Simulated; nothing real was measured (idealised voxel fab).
process module | voxel gate over fins
cross-section cut | 155 nm wide | cells 5 nm
A cross-section is a grid of square cells, given in bands from the top down. A band is one or more rows of cells.
Each band's line starts with the height of the band's top and of its bottom, in nm. Then come its materials from left to right, each with its width in nm. One material with "throughout" fills the band from edge to edge. "air" is empty space.
Height 0 is the level under which the wafer as received is all one material. The lowest band goes on downwards, as in "0 down".
A width such as "30 to 40" changes by the same amount from each row of cells to the next, from the band's top row to its bottom row.
"no change" after a step means that no cell of the cross-section changed.
closed voids: empty space of 8 cells or more with no open way to the top, each as width x height at its distance from the left edge, in nm
after a step's settings: what the simulator itself notes on the step
overlay nm, on a step with a mask: how far to the right of its planned place the mask lay; to the left if negative
plan
1 op RECEIVE | material Si
2 op CONFORMAL_DEP | material SiN | thk nm 10
3 op DIRECTIONAL_DEP | material aC | thk nm 15
4 op PATTERN | tone cover | mask id FINS | material resist | width nm 15 | pitch nm 50 | thk nm 35 | overlay nm 0
5 op DIRECTIONAL_ETCH | etch materials aC | depth nm 15
6 op STRIP | etch materials resist
7 op DIRECTIONAL_ETCH | etch materials SiN | depth nm 10
8 op DIRECTIONAL_ETCH | etch materials Si | depth nm 35
9 op STRIP | etch materials aC
10 op FILL_DEP | material SiO2 | thk nm 5
11 op CMP | height nm 10
12 op DIRECTIONAL_DEP | material aC | thk nm 10
13 op PATTERN | tone open | mask id RAIL | material resist | width nm 15 | thk nm 30 | overlay nm 0
14 op DIRECTIONAL_ETCH | etch materials aC | depth nm 10
15 op STRIP | etch materials resist
16 op DIRECTIONAL_ETCH | etch materials SiO2 | depth nm 40
17 op STRIP | etch materials aC
18 op CONFORMAL_DEP | material TiN | thk nm 5
19 op FILL_DEP | material W | thk nm 5
20 op CMP | height nm 10
21 op SELECTIVE_ETCH | etch materials W Ru TiN | depth nm 25
22 op FILL_DEP | material SiO2 | thk nm 5
23 op CMP | height nm 10
24 op SELECTIVE_ETCH | etch materials SiO2 | depth nm 20
25 op STRIP | etch materials SiN
26 op CONFORMAL_DEP | material HfO2 | thk nm 5
27 op CONFORMAL_DEP | material TiN | thk nm 5
28 op FILL_DEP | material W | thk nm 15
29 op CMP | height nm 20
30 op CONFORMAL_DEP | material SiN | thk nm 10
as received, after step 1
  0 down: Si throughout
  closed voids: none
a wafer at the end: this start, this plan, one mistake
  30 to 20: SiN throughout
  20 to 5: W throughout
  5 to 0: W 15 | TiN 25 | W 25 | TiN 25 | W 25 | TiN 25 | W 15
  0 to -5: W 15 | TiN 5 | Si 15 | TiN 5 | W 25 | TiN 5 | Si 15 | TiN 5 | W 25 | TiN 5 | Si 15 | TiN 5 | W 15
  -5 to -10: TiN 20 | Si 15 | TiN 35 | Si 15 | TiN 35 | Si 15 | TiN 20
  -10 to -15: SiO2 20 | Si 15 | SiO2 35 | Si 15 | SiO2 35 | Si 15 | SiO2 20
  -15 to -25: SiO2 20 | Si 15 | SiO2 10 | TiN 5 | W 5 | TiN 5 | SiO2 10 | Si 15 | SiO2 35 | Si 15 | SiO2 20
  -25 to -30: SiO2 20 | Si 15 | SiO2 10 | TiN 15 | SiO2 10 | Si 15 | SiO2 35 | Si 15 | SiO2 20
  -30 to -35: SiO2 20 | Si 15 | SiO2 35 | Si 15 | SiO2 35 | Si 15 | SiO2 20
  -35 down: Si throughout
  closed voids: none
what went wrong: step 26 was left out
